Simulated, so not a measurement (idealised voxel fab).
This is a process module. Its name is voxel transistor to metal.
We display cut, a cross-section 195 nm in width whose square cells are each 5 nm.
The cross-sections in this document take the form of a grid made of square cells. They are written out as bands, in order from top to bottom. Each band consists of one or more rows of cells.
Per band: top height and bottom height in nm, followed by the left-to-right materials and their widths in nm; "everywhere" marks a single material spanning edge to edge, "empty" marks empty space.
Beneath 0, the wafer as received is one material, and that level is where height counting begins. The lowest band goes on downward without a bottom; it is written like "0 and below".
The width entry "30..40" should be interpreted row by row: the top row of cells in the band takes the first number, the bottom row takes the second number, and the change between adjacent rows is uniform throughout.
"nothing was modified" means the step left every cell of the cross-section as it was.
"Sealed cavities": sealed empty spaces, 8 cells or more, no open way to top, listed width x height at distance, with distance from the left edge and width, height and distance in nm.
On each step's line, the part that comes after the settings is the simulator's own comment on the step.
For masked steps, "overlay nm" on the step line gives how far right of plan the mask actually lay; a minus sign means it lay to the left.
STEPS PLANNED FOR THE PROCESS
1 RECEIVE: material Si
2 CONFORMAL_DEP: material SiO2, thk nm 5
3 CONFORMAL_DEP: material SiN, thk nm 10
4 MASKED_ETCH: tone cover, mask id ACTIVE, width nm 115, etch materials SiN, depth nm 10, overlay nm 0
5 MASKED_ETCH: tone cover, mask id ACTIVE, width nm 115, etch materials SiO2, depth nm 5, overlay nm 0
6 MASKED_ETCH: tone cover, mask id ACTIVE, width nm 115, etch materials Si, depth nm 30, overlay nm 0
7 FILL_DEP: material SiO2, thk nm 5
8 CMP: height nm 15
9 SELECTIVE_ETCH: etch materials SiO2, depth nm 5
10 STRIP: etch materials SiN
11 SELECTIVE_ETCH: etch materials SiO2, depth nm 5
12 OXIDIZE: depth nm 5
13 DIRECTIONAL_DEP: material polySi, thk nm 20
14 DIRECTIONAL_DEP: material SiCN, thk nm 10
15 PATTERN: tone cover, mask id GATE, material resist, width nm 25, thk nm 15, overlay nm 0
16 DIRECTIONAL_ETCH: etch materials SiCN, depth nm 20
17 DIRECTIONAL_ETCH: etch materials polySi, depth nm 30
18 STRIP: etch materials resist
19 CONFORMAL_DEP: material SiO2, thk nm 5
20 DIRECTIONAL_ETCH: etch materials SiO2, depth nm 5
21 CONFORMAL_DEP: material SiN, thk nm 10
22 DIRECTIONAL_ETCH: etch materials SiN, depth nm 10
23 DIRECTIONAL_ETCH: etch materials SiO2, depth nm 5
24 DIRECTIONAL_ETCH: etch materials Si, depth nm 15
25 EPI: material SiGe, thk nm 15
26 FILL_DEP: material SiO2, thk nm 5
27 CMP: height nm 20
28 STRIP: etch materials polySi
29 SELECTIVE_ETCH: etch materials SiO2, depth nm 5
30 CONFORMAL_DEP: material HfO2, thk nm 5
31 CONFORMAL_DEP: material TiN, thk nm 5
32 FILL_DEP: material W, thk nm 10
33 CMP: height nm 15
34 DIRECTIONAL_DEP: material SiO2, thk nm 15
35 MASKED_ETCH: tone open, mask id CONTACT, width nm 15, pitch nm 80, etch materials SiO2, depth nm 20, overlay nm 0
36 CONFORMAL_DEP: material TiN, thk nm 5
37 FILL_DEP: material W, thk nm 10
38 CMP: height nm 30
39 CONFORMAL_DEP: material SiCN, thk nm 5
40 DIRECTIONAL_DEP: material SiO2, thk nm 25
41 MASKED_ETCH: tone open, mask id METAL_1, width nm 15, pitch nm 80, etch materials SiO2, depth nm 25, overlay nm 0
42 MASKED_ETCH: tone open, mask id METAL_1, width nm 15, pitch nm 80, etch materials SiCN, depth nm 5, overlay nm 0
43 CONFORMAL_DEP: material TiN, thk nm 5
44 FILL_DEP: material Cu, thk nm 5
45 CMP: height nm 60
46 CONFORMAL_DEP: material SiCN, thk nm 5
47 DIRECTIONAL_DEP: material lowk, thk nm 25
48 MASKED_ETCH: tone open, mask id METAL_2, width nm 15, pitch nm 80, etch materials lowk, depth nm 15, overlay nm 0
49 DIRECTIONAL_DEP: material aC, thk nm 10
50 PATTERN: tone open, mask id METAL_2_HOLES, material resist, width nm 15, pitch nm 80, thk nm 30, overlay nm 0
51 DIRECTIONAL_ETCH: etch materials aC, depth nm 10
52 STRIP: etch materials resist
53 DIRECTIONAL_ETCH: etch materials lowk, depth nm 10
54 DIRECTIONAL_ETCH: etch materials SiCN, depth nm 5
55 STRIP: etch materials aC
56 CONFORMAL_DEP: material TiN, thk nm 5
57 FILL_DEP: material Cu, thk nm 10
58 CMP: height nm 90
59 CONFORMAL_DEP: material SiN, thk nm 5
CROSS-SECTION: WAFER ON ARRIVAL = AFTER STEP 1
	0 and below = Si everywhere
	Sealed cavities: none
FIRST OF TWO WAFERS: CROSS-SECTION AT END OF MODULE, RUN PER PLAN
	95 down to 90 = SiN everywhere
	90 down to 65 = lowk (50), TiN (5), Cu (5), TiN (5), lowk (65), TiN (5), Cu (5), TiN (5), lowk (50)
	65 down to 60 = SiCN (50), TiN (15), SiCN (65), TiN (15), SiCN (50)
	60 down to 35 = SiO2 (50), TiN (5), Cu (5), TiN (5), SiO2 (65), TiN (5), Cu (5), TiN (5), SiO2 (50)
	35 down to 30 = SiCN (50), TiN (15), SiCN (65), TiN (15), SiCN (50)
	30 down to 15 = SiO2 (50), TiN (5), W (5), TiN (5), SiO2 (65), TiN (5), W (5), TiN (5), SiO2 (50)
	15 down to 10 = SiO2 (50), TiN (15), SiO2 (5), SiN (10), HfO2 (5), TiN (5), W (15), TiN (5), HfO2 (5), SiN (10), SiO2 (5), TiN (15), SiO2 (50)
	10 down to 5 = SiO2 (45), SiGe (25), SiN (10), HfO2 (5), TiN (5), W (15), TiN (5), HfO2 (5), SiN (10), SiGe (25), SiO2 (45)
	5 down to 0 = SiO2 (40), SiN (10), SiGe (20), SiN (10), HfO2 (5), TiN (25), HfO2 (5), SiN (10), SiGe (20), SiN (10), SiO2 (40)
	0 down to -5 = SiO2 (50), SiGe (20), SiO2 (10), HfO2 (35), SiO2 (10), SiGe (20), SiO2 (50)
	-5 down to -20 = SiO2 (40), Si (10), SiGe (20), Si (55), SiGe (20), Si (10), SiO2 (40)
	-20 down to -30 = SiO2 (40), Si (115), SiO2 (40)
	-30 and below = Si everywhere
	Sealed cavities: none
WAFER TWO (OF TWO), END-OF-MODULE CROSS-SECTION: START = WAFER ONE, PLAN = WAFER ONE, ONE RUN MISTAKE
	95 down to 90 = SiN everywhere
	90 down to 65 = lowk (50), TiN (5), Cu (5), TiN (5), lowk (65), TiN (5), Cu (5), TiN (5), lowk (50)
	65 down to 60 = SiCN (50), TiN (15), SiCN (65), TiN (15), SiCN (50)
	60 down to 35 = SiO2 (50), TiN (5), Cu (5), TiN (5), SiO2 (65), TiN (5), Cu (5), TiN (5), SiO2 (50)
	35 down to 30 = SiCN (50), TiN (15), SiCN (65), TiN (15), SiCN (50)
	30 down to 15 = SiO2 (50), TiN (5), W (5), TiN (5), SiO2 (65), TiN (5), W (5), TiN (5), SiO2 (50)
	15 down to 10 = SiO2 (50), TiN (15), SiO2 (10), SiN (10), HfO2 (5), TiN (5), W (15), TiN (5), HfO2 (5), SiN (10), TiN (15), SiO2 (50)
	10 down to 5 = SiO2 (45), SiGe (30), SiN (10), HfO2 (5), TiN (5), W (15), TiN (5), HfO2 (5), SiN (10), SiGe (20), SiO2 (45)
	5 down to 0 = SiO2 (40), SiN (10), SiGe (25), SiN (10), HfO2 (5), TiN (25), HfO2 (5), SiN (10), SiGe (15), SiN (10), SiO2 (40)
	0 down to -5 = SiO2 (50), SiGe (25), SiO2 (10), HfO2 (35), SiO2 (10), SiGe (15), SiO2 (50)
	-5 down to -20 = SiO2 (40), Si (10), SiGe (25), Si (55), SiGe (15), Si (10), SiO2 (40)
	-20 down to -30 = SiO2 (40), Si (115), SiO2 (40)
	-30 and below = Si everywhere
	Sealed cavities: none
Which mistake was made when the wafer was run? step 15 changed vs plan, executed as PATTERN: tone cover, mask id GATE, material resist, width nm 25, thk nm 15, overlay nm 5
Upon completion, the cell count for each material on the second wafer equals that on the first, whereas the spatial distribution of those cells differs.
